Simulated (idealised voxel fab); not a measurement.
process module | voxel capacitor over wiring
cross-section cut | 295 nm wide | cells 5 nm
A cross-section is a grid of square cells, given in bands from the top down. A band is one or more rows of cells.
Each band's line starts with the height of the band's top and of its bottom, in nm. Then come its materials from left to right, each with its width in nm. One material with "throughout" fills the band from edge to edge. "air" is empty space.
Height 0 is the level under which the wafer as received is all one material. The lowest band goes on downwards, as in "0 down".
A width such as "30 to 40" changes by the same amount from each row of cells to the next, from the band's top row to its bottom row.
"no change" after a step means that no cell of the cross-section changed.
closed voids: empty space of 8 cells or more with no open way to the top, each as width x height at its distance from the left edge, in nm
after a step's settings: what the simulator itself notes on the step
overlay nm, on a step with a mask: how far to the right of its planned place the mask lay; to the left if negative
Each pair below shows a cross-section before one step and the cross-section after it, down to the lowest band that changed. The line under each pair gives the step between them, with its settings. The pairs can come from different runs of this module on the same starting wafer, so a pair continues from the pair above only where its "before" says so.
before
  0 down: Si throughout
  closed voids: none
after
  10 to 0: SiO2 throughout
  below 0: unchanged
  closed voids: none
the step between: op CONFORMAL_DEP | material SiO2 | thk nm 10
before: the cross-section after the pair above
after
  15 to 10: SiN throughout
  below 10: unchanged
  closed voids: none
the step between: op CONFORMAL_DEP | material SiN | thk nm 5
before: the cross-section after the pair above
after
  35 to 15: SiO2 throughout
  below 15: unchanged
  closed voids: none
the step between: op DIRECTIONAL_DEP | material SiO2 | thk nm 20
before: the cross-section after the pair above
after
  50 to 35: resist 90 | air 20 | resist 70 | air 20 | resist 95
  below 35: unchanged
  closed voids: none
the step between: op PATTERN | tone open | mask id METAL_1 | material resist | width nm 20 | pitch nm 90 | thk nm 15 | overlay nm 0
before: the cross-section after the pair above
after
  50 to 35: resist 90 | air 20 | resist 70 | air 20 | resist 95
  35 to 15: SiO2 90 | air 20 | SiO2 70 | air 20 | SiO2 95
  below 15: unchanged
  closed voids: none
the step between: op DIRECTIONAL_ETCH | etch materials SiO2 | depth nm 20
before: the cross-section after the pair above
after
  50 to 35: resist 90 | air 20 | resist 70 | air 20 | resist 95
  35 to 15: SiO2 90 | air 20 | SiO2 70 | air 20 | SiO2 95
  15 to 10: SiN 90 | air 20 | SiN 70 | air 20 | SiN 95
  below 10: unchanged
  closed voids: none
the step between: op DIRECTIONAL_ETCH | etch materials SiN | depth nm 5
before: the cross-section after the pair above
after
  35 to 15: SiO2 90 | air 20 | SiO2 70 | air 20 | SiO2 95
  below 15: unchanged
  closed voids: none
the step between: op STRIP | etch materials resist
before: the cross-section after the pair above
after
  40 to 35: TiN 95 | air 10 | TiN 80 | air 10 | TiN 100
  35 to 15: SiO2 90 | TiN 5 | air 10 | TiN 5 | SiO2 70 | TiN 5 | air 10 | TiN 5 | SiO2 95
  15 to 10: SiN 90 | TiN 20 | SiN 70 | TiN 20 | SiN 95
  below 10: unchanged
  closed voids: none
the step between: op CONFORMAL_DEP | material TiN | thk nm 5
before: the cross-section after the pair above
after
  45 to 40: W throughout
  40 to 35: TiN 95 | W 10 | TiN 80 | W 10 | TiN 100
  35 to 15: SiO2 90 | TiN 5 | W 10 | TiN 5 | SiO2 70 | TiN 5 | W 10 | TiN 5 | SiO2 95
  below 15: unchanged
  closed voids: none
the step between: op FILL_DEP | material W | thk nm 5
before: the cross-section after the pair above
after
  35 to 15: SiO2 90 | TiN 5 | W 10 | TiN 5 | SiO2 70 | TiN 5 | W 10 | TiN 5 | SiO2 95
  below 15: unchanged
  closed voids: none
the step between: op CMP | height nm 35
before: the cross-section after the pair above
after
  40 to 35: SiCN throughout
  below 35: unchanged
  closed voids: none
the step between: op CONFORMAL_DEP | material SiCN | thk nm 5
before: the cross-section after the pair above
after
  50 to 40: lowk throughout
  below 40: unchanged
  closed voids: none
the step between: op DIRECTIONAL_DEP | material lowk | thk nm 10
before: the cross-section after the pair above
after
  65 to 50: resist 95 | air 15 | resist 185
  below 50: unchanged
  closed voids: none
the step between: op PATTERN | tone open | mask id PLUG_1 | material resist | width nm 15 | thk nm 15 | overlay nm 0
before: the cross-section after the pair above
after
  65 to 50: resist 95 | air 15 | resist 185
  50 to 40: lowk 95 | air 15 | lowk 185
  below 40: unchanged
  closed voids: none
the step between: op DIRECTIONAL_ETCH | etch materials lowk | depth nm 10
before: the cross-section after the pair above
after
  65 to 50: resist 95 | air 15 | resist 185
  50 to 40: lowk 95 | air 15 | lowk 185
  40 to 35: SiCN 95 | air 15 | SiCN 185
  below 35: unchanged
  closed voids: none
the step between: op DIRECTIONAL_ETCH | etch materials SiCN | depth nm 5
before: the cross-section after the pair above
after
  50 to 40: lowk 95 | air 15 | lowk 185
  below 40: unchanged
  closed voids: none
the step between: op STRIP | etch materials resist
before: the cross-section after the pair above
after
  55 to 50: TiN 100 | air 5 | TiN 190
  50 to 40: lowk 95 | TiN 5 | air 5 | TiN 5 | lowk 185
  40 to 35: SiCN 95 | TiN 15 | SiCN 185
  below 35: unchanged
  closed voids: none
the step between: op CONFORMAL_DEP | material TiN | thk nm 5
before: the cross-section after the pair above
after
  65 to 55: W throughout
  55 to 50: TiN 100 | W 5 | TiN 190
  50 to 40: lowk 95 | TiN 5 | W 5 | TiN 5 | lowk 185
  below 40: unchanged
  closed voids: none
the step between: op FILL_DEP | material W | thk nm 10
before: the cross-section after the pair above
after
  50 to 40: lowk 95 | TiN 5 | W 5 | TiN 5 | lowk 185
  below 40: unchanged
  closed voids: none
the step between: op CMP | height nm 50
before: the cross-section after the pair above
after
  60 to 50: TiN throughout
  below 50: unchanged
  closed voids: none
the step between: op DIRECTIONAL_DEP | material TiN | thk nm 10
before: the cross-section after the pair above
after
  65 to 60: Al2O3 throughout
  below 60: unchanged
  closed voids: none
the step between: op DIRECTIONAL_DEP | material Al2O3 | thk nm 5
before: the cross-section after the pair above
after
  70 to 65: TiN throughout
  below 65: unchanged
  closed voids: none
the step between: op DIRECTIONAL_DEP | material TiN | thk nm 5
before: the cross-section after the pair above
after
  85 to 70: aC throughout
  below 70: unchanged
  closed voids: none
the step between: op DIRECTIONAL_DEP | material aC | thk nm 15
before: the cross-section after the pair above
after
  120 to 85: air 95 | resist 75 | air 125
  below 85: unchanged
  closed voids: none
the step between: op PATTERN | tone cover | mask id UPPER_PLATE | material resist | width nm 75 | thk nm 35 | overlay nm 0
before: the cross-section after the pair above
after
  105 to 85: air 95 | resist 75 | air 125
  85 to 70: air 95 | aC 75 | air 125
  below 70: unchanged
  closed voids: none
the step between: op DIRECTIONAL_ETCH | etch materials aC | depth nm 15
before: the cross-section after the pair above
after
  85 to 70: air 95 | aC 75 | air 125
  below 70: unchanged
  closed voids: none
the step between: op STRIP | etch materials resist
before: the cross-section after the pair above
after
  85 to 70: air 95 | aC 75 | air 125
  70 to 65: air 95 | TiN 75 | air 125
  below 65: unchanged
  closed voids: none
the step between: op DIRECTIONAL_ETCH | etch materials TiN | depth nm 5
before: the cross-section after the pair above
after
  85 to 70: air 95 | aC 75 | air 125
  70 to 65: air 95 | TiN 75 | air 125
  65 to 60: air 95 | Al2O3 75 | air 125
  below 60: unchanged
  closed voids: none
the step between: op DIRECTIONAL_ETCH | etch materials Al2O3 | depth nm 5
before: the cross-section after the pair above
after
  70 to 65: air 95 | TiN 75 | air 125
  below 65: unchanged
  closed voids: none
the step between: op STRIP | etch materials aC
before: the cross-section after the pair above
after
  90 to 70: air 90 | resist 85 | air 120
  70 to 65: air 90 | resist 5 | TiN 75 | resist 5 | air 120
  65 to 60: air 90 | resist 5 | Al2O3 75 | resist 5 | air 120
  below 60: unchanged
  closed voids: none
the step between: op PATTERN | tone cover | mask id LOWER_PLATE | material resist | width nm 85 | thk nm 20 | overlay nm 0
before: the cross-section after the pair above
after
  90 to 70: air 90 | resist 85 | air 120
  70 to 65: air 90 | resist 5 | TiN 75 | resist 5 | air 120
  65 to 60: air 90 | resist 5 | Al2O3 75 | resist 5 | air 120
  60 to 50: air 90 | TiN 85 | air 120
  below 50: unchanged
  closed voids: none
the step between: op DIRECTIONAL_ETCH | etch materials TiN | depth nm 10
before: the cross-section after the pair above
after
  70 to 65: air 95 | TiN 75 | air 125
  65 to 60: air 95 | Al2O3 75 | air 125
  below 60: unchanged
  closed voids: none
the step between: op STRIP | etch materials resist
before: the cross-section after the pair above
after
  90 to 70: SiO2 throughout
  70 to 65: SiO2 95 | TiN 75 | SiO2 125
  65 to 60: SiO2 95 | Al2O3 75 | SiO2 125
  60 to 50: SiO2 90 | TiN 85 | SiO2 120
  below 50: unchanged
  closed voids: none
the step between: op FILL_DEP | material SiO2 | thk nm 20
before: the cross-section after the pair above
after
  85 to 70: SiO2 throughout
  below 70: unchanged
  closed voids: none
the step between: op CMP | height nm 85
before: the cross-section after the pair above
after
  105 to 85: resist 105 | air 15 | resist 175
  below 85: unchanged
  closed voids: none
the step between: op PATTERN | tone open | mask id PLUG_2 | material resist | width nm 15 | thk nm 20 | overlay nm 0
before: the cross-section after the pair above
after
  105 to 85: resist 105 | air 15 | resist 175
  85 to 70: SiO2 105 | air 15 | SiO2 175
  below 70: unchanged
  closed voids: none
the step between: op DIRECTIONAL_ETCH | etch materials SiO2 | depth nm 15
before: the cross-section after the pair above
after
  85 to 70: SiO2 105 | air 15 | SiO2 175
  below 70: unchanged
  closed voids: none
the step between: op STRIP | etch materials resist
before: the cross-section after the pair above
after
  90 to 85: TiN 110 | air 5 | TiN 180
  85 to 75: SiO2 105 | TiN 5 | air 5 | TiN 5 | SiO2 175
  75 to 65: SiO2 105 to 95 | TiN 15 to 75 | SiO2 175 to 125
  below 65: unchanged
  closed voids: none
the step between: op CONFORMAL_DEP | material TiN | thk nm 5
before: the cross-section after the pair above
after
  100 to 90: W throughout
  90 to 85: TiN 110 | W 5 | TiN 180
  85 to 75: SiO2 105 | TiN 5 | W 5 | TiN 5 | SiO2 175
  below 75: unchanged
  closed voids: none
the step between: op FILL_DEP | material W | thk nm 10
before: the cross-section after the pair above
after
  85 to 75: SiO2 105 | TiN 5 | W 5 | TiN 5 | SiO2 175
  below 75: unchanged
  closed voids: none
the step between: op CMP | height nm 85
before: the cross-section after the pair above
after
  90 to 85: SiN throughout
  below 85: unchanged
  closed voids: none
the step between: op CONFORMAL_DEP | material SiN | thk nm 5
before
  65 to 60: Al2O3 throughout
  60 to 50: TiN throughout
  50 to 40: lowk 95 | TiN 5 | W 5 | TiN 5 | lowk 185
  40 to 35: SiCN 95 | TiN 15 | SiCN 185
  35 to 15: SiO2 90 | TiN 5 | W 10 | TiN 5 | SiO2 70 | TiN 5 | W 10 | TiN 5 | SiO2 95
  15 to 10: SiN 90 | TiN 20 | SiN 70 | TiN 20 | SiN 95
  10 to 0: SiO2 throughout
  0 down: Si throughout
  closed voids: none
after
  80 to 65: aC throughout
  below 65: unchanged
  closed voids: none
the step between: op DIRECTIONAL_DEP | material aC | thk nm 15
before: the cross-section after the pair above
after
  115 to 80: air 95 | resist 75 | air 125
  below 80: unchanged
  closed voids: none
the step between: op PATTERN | tone cover | mask id UPPER_PLATE | material resist | width nm 75 | thk nm 35 | overlay nm 0
before: the cross-section after the pair above
after
  100 to 80: air 95 | resist 75 | air 125
  80 to 65: air 95 | aC 75 | air 125
  below 65: unchanged
  closed voids: none
the step between: op DIRECTIONAL_ETCH | etch materials aC | depth nm 15
before: the cross-section after the pair above
after
  80 to 65: air 95 | aC 75 | air 125
  below 65: unchanged
  closed voids: none
the step between: op STRIP | etch materials resist
before: the cross-section after the pair above
after
  80 to 65: air 95 | aC 75 | air 125
  65 to 60: air 95 | Al2O3 75 | air 125
  below 60: unchanged
  closed voids: none
the step between: op DIRECTIONAL_ETCH | etch materials Al2O3 | depth nm 5
before: the cross-section after the pair above
after
  65 to 60: air 95 | Al2O3 75 | air 125
  below 60: unchanged
  closed voids: none
the step between: op STRIP | etch materials aC
before: the cross-section after the pair above
after
  85 to 65: air 90 | resist 85 | air 120
  65 to 60: air 90 | resist 5 | Al2O3 75 | resist 5 | air 120
  below 60: unchanged
  closed voids: none
the step between: op PATTERN | tone cover | mask id LOWER_PLATE | material resist | width nm 85 | thk nm 20 | overlay nm 0
before: the cross-section after the pair above
after
  85 to 65: air 90 | resist 85 | air 120
  65 to 60: air 90 | resist 5 | Al2O3 75 | resist 5 | air 120
  60 to 50: air 90 | TiN 85 | air 120
  below 50: unchanged
  closed voids: none
the step between: op DIRECTIONAL_ETCH | etch materials TiN | depth nm 10
before: the cross-section after the pair above
after
  65 to 60: air 95 | Al2O3 75 | air 125
  below 60: unchanged
  closed voids: none
the step between: op STRIP | etch materials resist
before: the cross-section after the pair above
after
  85 to 65: SiO2 throughout
  65 to 60: SiO2 95 | Al2O3 75 | SiO2 125
  60 to 50: SiO2 90 | TiN 85 | SiO2 120
  below 50: unchanged
  closed voids: none
the step between: op FILL_DEP | material SiO2 | thk nm 20
before: the cross-section after the pair above
after
  105 to 85: resist 105 | air 15 | resist 175
  below 85: unchanged
  closed voids: none
the step between: op PATTERN | tone open | mask id PLUG_2 | material resist | width nm 15 | thk nm 20 | overlay nm 0
before: the cross-section after the pair above
after
  105 to 85: resist 105 | air 15 | resist 175
  85 to 70: SiO2 105 | air 15 | SiO2 175
  below 70: unchanged
  closed voids: none
the step between: op DIRECTIONAL_ETCH | etch materials SiO2 | depth nm 15
before: the cross-section after the pair above
after
  85 to 70: SiO2 105 | air 15 | SiO2 175
  below 70: unchanged
  closed voids: none
the step between: op STRIP | etch materials resist
before: the cross-section after the pair above
after
  90 to 85: TiN 110 | air 5 | TiN 180
  85 to 75: SiO2 105 | TiN 5 | air 5 | TiN 5 | SiO2 175
  75 to 70: SiO2 105 | TiN 15 | SiO2 175
  below 70: unchanged
  closed voids: none
the step between: op CONFORMAL_DEP | material TiN | thk nm 5
before: the cross-section after the pair above
after
  100 to 90: W throughout
  90 to 85: TiN 110 | W 5 | TiN 180
  85 to 75: SiO2 105 | TiN 5 | W 5 | TiN 5 | SiO2 175
  below 75: unchanged
  closed voids: none
the step between: op FILL_DEP | material W | thk nm 10
before: the cross-section after the pair above
after
  85 to 75: SiO2 105 | TiN 5 | W 5 | TiN 5 | SiO2 175
  below 75: unchanged
  closed voids: none
the step between: op CMP | height nm 85
before: the cross-section after the pair above
after
  90 to 85: SiN throughout
  below 85: unchanged
  closed voids: none
the step between: op CONFORMAL_DEP | material SiN | thk nm 5
before
  60 to 50: TiN throughout
  50 to 40: lowk 95 | TiN 5 | W 5 | TiN 5 | lowk 185
  40 to 35: SiCN 95 | TiN 15 | SiCN 185
  35 to 15: SiO2 90 | TiN 5 | W 10 | TiN 5 | SiO2 70 | TiN 5 | W 10 | TiN 5 | SiO2 95
  15 to 10: SiN 90 | TiN 20 | SiN 70 | TiN 20 | SiN 95
  10 to 0: SiO2 throughout
  0 down: Si throughout
  closed voids: none
after
  65 to 50: TiN throughout
  below 50: unchanged
  closed voids: none
the step between: op DIRECTIONAL_DEP | material TiN | thk nm 5
before: the cross-section after the pair above
after
  70 to 65: Al2O3 throughout
  below 65: unchanged
  closed voids: none
the step between: op DIRECTIONAL_DEP | material Al2O3 | thk nm 5
before: the cross-section after the pair above
after
  85 to 70: aC throughout
  below 70: unchanged
  closed voids: none
the step between: op DIRECTIONAL_DEP | material aC | thk nm 15
before: the cross-section after the pair above
after
  120 to 85: air 95 | resist 75 | air 125
  below 85: unchanged
  closed voids: none
the step between: op PATTERN | tone cover | mask id UPPER_PLATE | material resist | width nm 75 | thk nm 35 | overlay nm 0
before: the cross-section after the pair above
after
  105 to 85: air 95 | resist 75 | air 125
  85 to 70: air 95 | aC 75 | air 125
  below 70: unchanged
  closed voids: none
the step between: op DIRECTIONAL_ETCH | etch materials aC | depth nm 15
before: the cross-section after the pair above
after
  85 to 70: air 95 | aC 75 | air 125
  below 70: unchanged
  closed voids: none
the step between: op STRIP | etch materials resist
before: the cross-section after the pair above
after
  85 to 70: air 95 | aC 75 | air 125
  70 to 65: air 95 | Al2O3 75 | air 125
  below 65: unchanged
  closed voids: none
the step between: op DIRECTIONAL_ETCH | etch materials Al2O3 | depth nm 5
before: the cross-section after the pair above
after
  70 to 65: air 95 | Al2O3 75 | air 125
  below 65: unchanged
  closed voids: none
the step between: op STRIP | etch materials aC
before: the cross-section after the pair above
after
  90 to 70: air 90 | resist 85 | air 120
  70 to 65: air 90 | resist 5 | Al2O3 75 | resist 5 | air 120
  below 65: unchanged
  closed voids: none
the step between: op PATTERN | tone cover | mask id LOWER_PLATE | material resist | width nm 85 | thk nm 20 | overlay nm 0
before: the cross-section after the pair above
after
  90 to 70: air 90 | resist 85 | air 120
  70 to 65: air 90 | resist 5 | Al2O3 75 | resist 5 | air 120
  65 to 55: air 90 | TiN 85 | air 120
  below 55: unchanged
  closed voids: none
the step between: op DIRECTIONAL_ETCH | etch materials TiN | depth nm 10
before: the cross-section after the pair above
after
  70 to 65: air 95 | Al2O3 75 | air 125
  below 65: unchanged
  closed voids: none
the step between: op STRIP | etch materials resist
before: the cross-section after the pair above
after
  90 to 70: SiO2 throughout
  70 to 65: SiO2 95 | Al2O3 75 | SiO2 125
  65 to 55: SiO2 90 | TiN 85 | SiO2 120
  below 55: unchanged
  closed voids: none
the step between: op FILL_DEP | material SiO2 | thk nm 20
before: the cross-section after the pair above
after
  85 to 70: SiO2 throughout
  below 70: unchanged
  closed voids: none
the step between: op CMP | height nm 85
before: the cross-section after the pair above
after
  105 to 85: resist 105 | air 15 | resist 175
  below 85: unchanged
  closed voids: none
the step between: op PATTERN | tone open | mask id PLUG_2 | material resist | width nm 15 | thk nm 20 | overlay nm 0
before: the cross-section after the pair above
after
  105 to 85: resist 105 | air 15 | resist 175
  85 to 70: SiO2 105 | air 15 | SiO2 175
  below 70: unchanged
  closed voids: none
the step between: op DIRECTIONAL_ETCH | etch materials SiO2 | depth nm 15
before: the cross-section after the pair above
after
  85 to 70: SiO2 105 | air 15 | SiO2 175
  below 70: unchanged
  closed voids: none
the step between: op STRIP | etch materials resist
before: the cross-section after the pair above
after
  90 to 85: TiN 110 | air 5 | TiN 180
  85 to 75: SiO2 105 | TiN 5 | air 5 | TiN 5 | SiO2 175
  75 to 70: SiO2 105 | TiN 15 | SiO2 175
  below 70: unchanged
  closed voids: none
the step between: op CONFORMAL_DEP | material TiN | thk nm 5
before: the cross-section after the pair above
after
  100 to 90: W throughout
  90 to 85: TiN 110 | W 5 | TiN 180
  85 to 75: SiO2 105 | TiN 5 | W 5 | TiN 5 | SiO2 175
  below 75: unchanged
  closed voids: none
the step between: op FILL_DEP | material W | thk nm 10
before: the cross-section after the pair above
after
  85 to 75: SiO2 105 | TiN 5 | W 5 | TiN 5 | SiO2 175
  below 75: unchanged
  closed voids: none
the step between: op CMP | height nm 85
before: the cross-section after the pair above
after
  90 to 85: SiN throughout
  below 85: unchanged
  closed voids: none
the step between: op CONFORMAL_DEP | material SiN | thk nm 5
before
  45 to 40: W throughout
  40 to 35: TiN 95 | W 10 | TiN 80 | W 10 | TiN 100
  35 to 15: SiO2 90 | TiN 5 | W 10 | TiN 5 | SiO2 70 | TiN 5 | W 10 | TiN 5 | SiO2 95
  15 to 10: SiN 90 | TiN 20 | SiN 70 | TiN 20 | SiN 95
  10 to 0: SiO2 throughout
  0 down: Si throughout
  closed voids: none
after
  25 to 15: SiO2 90 | TiN 5 | W 10 | TiN 5 | SiO2 70 | TiN 5 | W 10 | TiN 5 | SiO2 95
  below 15: unchanged
  closed voids: none
the step between: op CMP | height nm 25
before: the cross-section after the pair above
after
  30 to 25: SiCN throughout
  below 25: unchanged
  closed voids: none
the step between: op CONFORMAL_DEP | material SiCN | thk nm 5
before: the cross-section after the pair above
after
  40 to 30: lowk throughout
  below 30: unchanged
  closed voids: none
the step between: op DIRECTIONAL_DEP | material lowk | thk nm 10
before: the cross-section after the pair above
after
  55 to 40: resist 95 | air 15 | resist 185
  below 40: unchanged
  closed voids: none
the step between: op PATTERN | tone open | mask id PLUG_1 | material resist | width nm 15 | thk nm 15 | overlay nm 0
before: the cross-section after the pair above
after
  55 to 40: resist 95 | air 15 | resist 185
  40 to 30: lowk 95 | air 15 | lowk 185
  below 30: unchanged
  closed voids: none
the step between: op DIRECTIONAL_ETCH | etch materials lowk | depth nm 10
before: the cross-section after the pair above
after
  55 to 40: resist 95 | air 15 | resist 185
  40 to 30: lowk 95 | air 15 | lowk 185
  30 to 25: SiCN 95 | air 15 | SiCN 185
  below 25: unchanged
  closed voids: none
the step between: op DIRECTIONAL_ETCH | etch materials SiCN | depth nm 5
before: the cross-section after the pair above
after
  40 to 30: lowk 95 | air 15 | lowk 185
  below 30: unchanged
  closed voids: none
the step between: op STRIP | etch materials resist
before: the cross-section after the pair above
after
  45 to 40: TiN 100 | air 5 | TiN 190
  40 to 30: lowk 95 | TiN 5 | air 5 | TiN 5 | lowk 185
  30 to 25: SiCN 95 | TiN 15 | SiCN 185
  below 25: unchanged
  closed voids: none
the step between: op CONFORMAL_DEP | material TiN | thk nm 5
before: the cross-section after the pair above
after
  55 to 45: W throughout
  45 to 40: TiN 100 | W 5 | TiN 190
  40 to 30: lowk 95 | TiN 5 | W 5 | TiN 5 | lowk 185
  below 30: unchanged
  closed voids: none
the step between: op FILL_DEP | material W | thk nm 10
before: the cross-section after the pair above
after
  50 to 45: W throughout
  below 45: unchanged
  closed voids: none
the step between: op CMP | height nm 50
before: the cross-section after the pair above
after
  60 to 50: TiN throughout
  below 50: unchanged
  closed voids: none
the step between: op DIRECTIONAL_DEP | material TiN | thk nm 10
before: the cross-section after the pair above
after
  65 to 60: Al2O3 throughout
  below 60: unchanged
  closed voids: none
the step between: op DIRECTIONAL_DEP | material Al2O3 | thk nm 5
before: the cross-section after the pair above
after
  70 to 65: TiN throughout
  below 65: unchanged
  closed voids: none
the step between: op DIRECTIONAL_DEP | material TiN | thk nm 5
before: the cross-section after the pair above
after
  85 to 70: aC throughout
  below 70: unchanged
  closed voids: none
the step between: op DIRECTIONAL_DEP | material aC | thk nm 15
before: the cross-section after the pair above
after
  120 to 85: air 95 | resist 75 | air 125
  below 85: unchanged
  closed voids: none
the step between: op PATTERN | tone cover | mask id UPPER_PLATE | material resist | width nm 75 | thk nm 35 | overlay nm 0
before: the cross-section after the pair above
after
  105 to 85: air 95 | resist 75 | air 125
  85 to 70: air 95 | aC 75 | air 125
  below 70: unchanged
  closed voids: none
the step between: op DIRECTIONAL_ETCH | etch materials aC | depth nm 15
before: the cross-section after the pair above
after
  85 to 70: air 95 | aC 75 | air 125
  below 70: unchanged
  closed voids: none
the step between: op STRIP | etch materials resist
before: the cross-section after the pair above
after
  85 to 70: air 95 | aC 75 | air 125
  70 to 65: air 95 | TiN 75 | air 125
  below 65: unchanged
  closed voids: none
the step between: op DIRECTIONAL_ETCH | etch materials TiN | depth nm 5
before: the cross-section after the pair above
after
  85 to 70: air 95 | aC 75 | air 125
  70 to 65: air 95 | TiN 75 | air 125
  65 to 60: air 95 | Al2O3 75 | air 125
  below 60: unchanged
  closed voids: none
the step between: op DIRECTIONAL_ETCH | etch materials Al2O3 | depth nm 5
before: the cross-section after the pair above
after
  70 to 65: air 95 | TiN 75 | air 125
  below 65: unchanged
  closed voids: none
the step between: op STRIP | etch materials aC
before: the cross-section after the pair above
after
  90 to 70: air 90 | resist 85 | air 120
  70 to 65: air 90 | resist 5 | TiN 75 | resist 5 | air 120
  65 to 60: air 90 | resist 5 | Al2O3 75 | resist 5 | air 120
  below 60: unchanged
  closed voids: none
the step between: op PATTERN | tone cover | mask id LOWER_PLATE | material resist | width nm 85 | thk nm 20 | overlay nm 0
before: the cross-section after the pair above
after
  90 to 70: air 90 | resist 85 | air 120
  70 to 65: air 90 | resist 5 | TiN 75 | resist 5 | air 120
  65 to 60: air 90 | resist 5 | Al2O3 75 | resist 5 | air 120
  60 to 50: air 90 | TiN 85 | air 120
  below 50: unchanged
  closed voids: none
the step between: op DIRECTIONAL_ETCH | etch materials TiN | depth nm 10
before: the cross-section after the pair above
after
  70 to 65: air 95 | TiN 75 | air 125
  65 to 60: air 95 | Al2O3 75 | air 125
  below 60: unchanged
  closed voids: none
the step between: op STRIP | etch materials resist
before: the cross-section after the pair above
after
  90 to 70: SiO2 throughout
  70 to 65: SiO2 95 | TiN 75 | SiO2 125
  65 to 60: SiO2 95 | Al2O3 75 | SiO2 125
  60 to 50: SiO2 90 | TiN 85 | SiO2 120
  below 50: unchanged
  closed voids: none
the step between: op FILL_DEP | material SiO2 | thk nm 20
before: the cross-section after the pair above
after
  85 to 70: SiO2 throughout
  below 70: unchanged
  closed voids: none
the step between: op CMP | height nm 85
before: the cross-section after the pair above
after
  105 to 85: resist 105 | air 15 | resist 175
  below 85: unchanged
  closed voids: none
the step between: op PATTERN | tone open | mask id PLUG_2 | material resist | width nm 15 | thk nm 20 | overlay nm 0
before: the cross-section after the pair above
after
  105 to 85: resist 105 | air 15 | resist 175
  85 to 70: SiO2 105 | air 15 | SiO2 175
  below 70: unchanged
  closed voids: none
the step between: op DIRECTIONAL_ETCH | etch materials SiO2 | depth nm 15
before: the cross-section after the pair above
after
  85 to 70: SiO2 105 | air 15 | SiO2 175
  below 70: unchanged
  closed voids: none
the step between: op STRIP | etch materials resist
before: the cross-section after the pair above
after
  90 to 85: TiN 110 | air 5 | TiN 180
  85 to 75: SiO2 105 | TiN 5 | air 5 | TiN 5 | SiO2 175
  75 to 65: SiO2 105 to 95 | TiN 15 to 75 | SiO2 175 to 125
  below 65: unchanged
  closed voids: none
the step between: op CONFORMAL_DEP | material TiN | thk nm 5
before: the cross-section after the pair above
after
  100 to 90: W throughout
  90 to 85: TiN 110 | W 5 | TiN 180
  85 to 75: SiO2 105 | TiN 5 | W 5 | TiN 5 | SiO2 175
  below 75: unchanged
  closed voids: none
the step between: op FILL_DEP | material W | thk nm 10
before: the cross-section after the pair above
after
  85 to 75: SiO2 105 | TiN 5 | W 5 | TiN 5 | SiO2 175
  below 75: unchanged
  closed voids: none
the step between: op CMP | height nm 85
before: the cross-section after the pair above
after
  90 to 85: SiN throughout
  below 85: unchanged
  closed voids: none
the step between: op CONFORMAL_DEP | material SiN | thk nm 5
before
  50 to 40: lowk throughout
  40 to 35: SiCN throughout
  35 to 15: SiO2 90 | TiN 5 | W 10 | TiN 5 | SiO2 70 | TiN 5 | W 10 | TiN 5 | SiO2 95
  15 to 10: SiN 90 | TiN 20 | SiN 70 | TiN 20 | SiN 95
  10 to 0: SiO2 throughout
  0 down: Si throughout
  closed voids: none
after
  65 to 50: resist 95 | air 20 | resist 180
  below 50: unchanged
  closed voids: none
the step between: op PATTERN | tone open | mask id PLUG_1 | material resist | width nm 20 | thk nm 15 | overlay nm 0
before: the cross-section after the pair above
after
  65 to 50: resist 95 | air 20 | resist 180
  50 to 40: lowk 95 | air 20 | lowk 180
  below 40: unchanged
  closed voids: none
the step between: op DIRECTIONAL_ETCH | etch materials lowk | depth nm 10
before: the cross-section after the pair above
after
  65 to 50: resist 95 | air 20 | resist 180
  50 to 40: lowk 95 | air 20 | lowk 180
  40 to 35: SiCN 95 | air 20 | SiCN 180
  below 35: unchanged
  closed voids: none
the step between: op DIRECTIONAL_ETCH | etch materials SiCN | depth nm 5
before: the cross-section after the pair above
after
  50 to 40: lowk 95 | air 20 | lowk 180
  below 40: unchanged
  closed voids: none
the step between: op STRIP | etch materials resist
before: the cross-section after the pair above
after
  55 to 50: TiN 100 | air 10 | TiN 185
  50 to 40: lowk 95 | TiN 5 | air 10 | TiN 5 | lowk 180
  40 to 35: SiCN 95 | TiN 20 | SiCN 180
  below 35: unchanged
  closed voids: none
the step between: op CONFORMAL_DEP | material TiN | thk nm 5
before: the cross-section after the pair above
after
  65 to 55: W throughout
  55 to 50: TiN 100 | W 10 | TiN 185
  50 to 40: lowk 95 | TiN 5 | W 10 | TiN 5 | lowk 180
  below 40: unchanged
  closed voids: none
the step between: op FILL_DEP | material W | thk nm 10
before: the cross-section after the pair above
after
  50 to 40: lowk 95 | TiN 5 | W 10 | TiN 5 | lowk 180
  below 40: unchanged
  closed voids: none
the step between: op CMP | height nm 50
before: the cross-section after the pair above
after
  60 to 50: TiN throughout
  below 50: unchanged
  closed voids: none
the step between: op DIRECTIONAL_DEP | material TiN | thk nm 10
before: the cross-section after the pair above
after
  65 to 60: Al2O3 throughout
  below 60: unchanged
  closed voids: none
the step between: op DIRECTIONAL_DEP | material Al2O3 | thk nm 5
before: the cross-section after the pair above
after
  70 to 65: TiN throughout
  below 65: unchanged
  closed voids: none
the step between: op DIRECTIONAL_DEP | material TiN | thk nm 5
before: the cross-section after the pair above
after
  85 to 70: aC throughout
  below 70: unchanged
  closed voids: none
the step between: op DIRECTIONAL_DEP | material aC | thk nm 15
before: the cross-section after the pair above
after
  120 to 85: air 95 | resist 75 | air 125
  below 85: unchanged
  closed voids: none
the step between: op PATTERN | tone cover | mask id UPPER_PLATE | material resist | width nm 75 | thk nm 35 | overlay nm 0
before: the cross-section after the pair above
after
  105 to 85: air 95 | resist 75 | air 125
  85 to 70: air 95 | aC 75 | air 125
  below 70: unchanged
  closed voids: none
the step between: op DIRECTIONAL_ETCH | etch materials aC | depth nm 15
before: the cross-section after the pair above
after
  85 to 70: air 95 | aC 75 | air 125
  below 70: unchanged
  closed voids: none
the step between: op STRIP | etch materials resist
before: the cross-section after the pair above
after
  85 to 70: air 95 | aC 75 | air 125
  70 to 65: air 95 | TiN 75 | air 125
  below 65: unchanged
  closed voids: none
the step between: op DIRECTIONAL_ETCH | etch materials TiN | depth nm 5
before: the cross-section after the pair above
after
  85 to 70: air 95 | aC 75 | air 125
  70 to 65: air 95 | TiN 75 | air 125
  65 to 60: air 95 | Al2O3 75 | air 125
  below 60: unchanged
  closed voids: none
the step between: op DIRECTIONAL_ETCH | etch materials Al2O3 | depth nm 5
before: the cross-section after the pair above
after
  70 to 65: air 95 | TiN 75 | air 125
  below 65: unchanged
  closed voids: none
the step between: op STRIP | etch materials aC
before: the cross-section after the pair above
after
  90 to 70: air 90 | resist 85 | air 120
  70 to 65: air 90 | resist 5 | TiN 75 | resist 5 | air 120
  65 to 60: air 90 | resist 5 | Al2O3 75 | resist 5 | air 120
  below 60: unchanged
  closed voids: none
the step between: op PATTERN | tone cover | mask id LOWER_PLATE | material resist | width nm 85 | thk nm 20 | overlay nm 0
